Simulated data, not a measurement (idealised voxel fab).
Process module heading - voxel double patterning
Square cell edge 5 nm, section width 295 nm, ID cut.
Cross-sections here: square-cell grids, written as top-down lists of bands, a band being one or more rows of cells. Band: top and bottom heights (nm) first, top before bottom; then materials from left to right, widths in nm. "edge to edge" marks a sole material filling the band edge to edge. "empty" denotes empty space. Measure heights from 0. That's the level where, below it, the as-received wafer is all one material. The lowest band is bottomless and extends downward; write it as in "top 0, no bottom". The notation "30->40" denotes a width that varies across the rows of cells in the band, beginning at the first number in the top row, finishing at the second number in the bottom row, and changing by an identical amount from each row to the next. It should be understood that the words "remained unchanged", when stated for a given step, signify that the cross-section underwent no change in any of its cells during that step. "Closed void listing" - sealed voids, min. 8 cells, no opening to top; format: width x height at distance (distance from left edge; nm throughout). Past the settings on a step's line: simulator remark, on that step. "overlay nm", when on a step's line for a step with a mask, measures how far to the right of its planned place the mask lay; a negative measure means to the left.
Here's what the planned process steps look like:
1 RECEIVE [material Si]
2 CONFORMAL_DEP [material SiN] [thk nm 5]
3 DIRECTIONAL_DEP [material SiO2] [thk nm 15]
4 DIRECTIONAL_DEP [material SiCN] [thk nm 10]
5 MASKED_ETCH [tone open] [mask id FIRST] [width nm 15] [pitch nm 50] [etch materials SiCN] [depth nm 10] [overlay nm 0]
6 MASKED_ETCH [tone open] [mask id SECOND] [width nm 15] [etch materials SiCN] [depth nm 10] [overlay nm 0]
7 DIRECTIONAL_ETCH [etch materials SiO2] [depth nm 15]
8 STRIP [etch materials SiCN]
First wafer of two (run as planned):
Cross-section of the incoming wafer, state after step 1:
* top 0, no bottom: Si edge to edge
* Closed void listing: none
Cross-section: wafer state after step 2:
* top 5, bottom 0: SiN edge to edge
* Below 0, no change.
Cross-section: wafer state after step 3:
* top 20, bottom 5: SiO2 edge to edge
* Below 5, no change.
Cross-section: wafer state after step 4:
* top 30, bottom 20: SiCN edge to edge
* Below 20, no change.
Cross-section: wafer state after step 5:
* top 30, bottom 20: SiCN (115), then empty (15), then SiCN (35), then empty (15), then SiCN (115)
* Below 20, no change.
Cross-section: wafer state after step 6:
* top 30, bottom 20: SiCN (115), then empty (15), then SiCN (10), then empty (15), then SiCN (10), then empty (15), then SiCN (115)
* Below 20, no change.
Cross-section: wafer state after step 7:
* top 30, bottom 20: SiCN (115), then empty (15), then SiCN (10), then empty (15), then SiCN (10), then empty (15), then SiCN (115)
* top 20, bottom 5: SiO2 (115), then empty (15), then SiO2 (10), then empty (15), then SiO2 (10), then empty (15), then SiO2 (115)
* Below 5, no change.
Cross-section: wafer state after step 8:
* top 20, bottom 5: SiO2 (115), then empty (15), then SiO2 (10), then empty (15), then SiO2 (10), then empty (15), then SiO2 (115)
* Below 5, no change.
The second wafer began exactly as the first did and followed the same plan, but one mistake was made while running it; through step 4 inclusive, the two wafers are identical:
Second wafer cross-section, taken as of the time the plan sets for step 5 to be done:
* top 30, bottom 20: empty (115), then SiCN (15), then empty (35), then SiCN (15), then empty (115)
* Below 20, no change.
Second wafer cross-section, taken as of the time the plan sets for step 6 to be done: remained unchanged
Second wafer cross-section, taken as of the time the plan sets for step 7 to be done:
* top 30, bottom 20: empty (115), then SiCN (15), then empty (35), then SiCN (15), then empty (115)
* top 20, bottom 5: empty (115), then SiO2 (15), then empty (35), then SiO2 (15), then empty (115)
* Below 5, no change.
Second wafer cross-section, taken as of the time the plan sets for step 8 to be done:
* top 20, bottom 5: empty (115), then SiO2 (15), then empty (35), then SiO2 (15), then empty (115)
* Below 5, no change.
Diagnosis: step 5 was not run as planned; what actually ran was MASKED_ETCH [tone cover] [mask id FIRST] [width nm 15] [pitch nm 50] [etch materials SiCN] [depth nm 10] [overlay nm 0]
It is noted that, at the conclusion of processing, the second wafer exhibits a higher or lower cell count for certain materials relative to the first: SiO2: 132 fewer
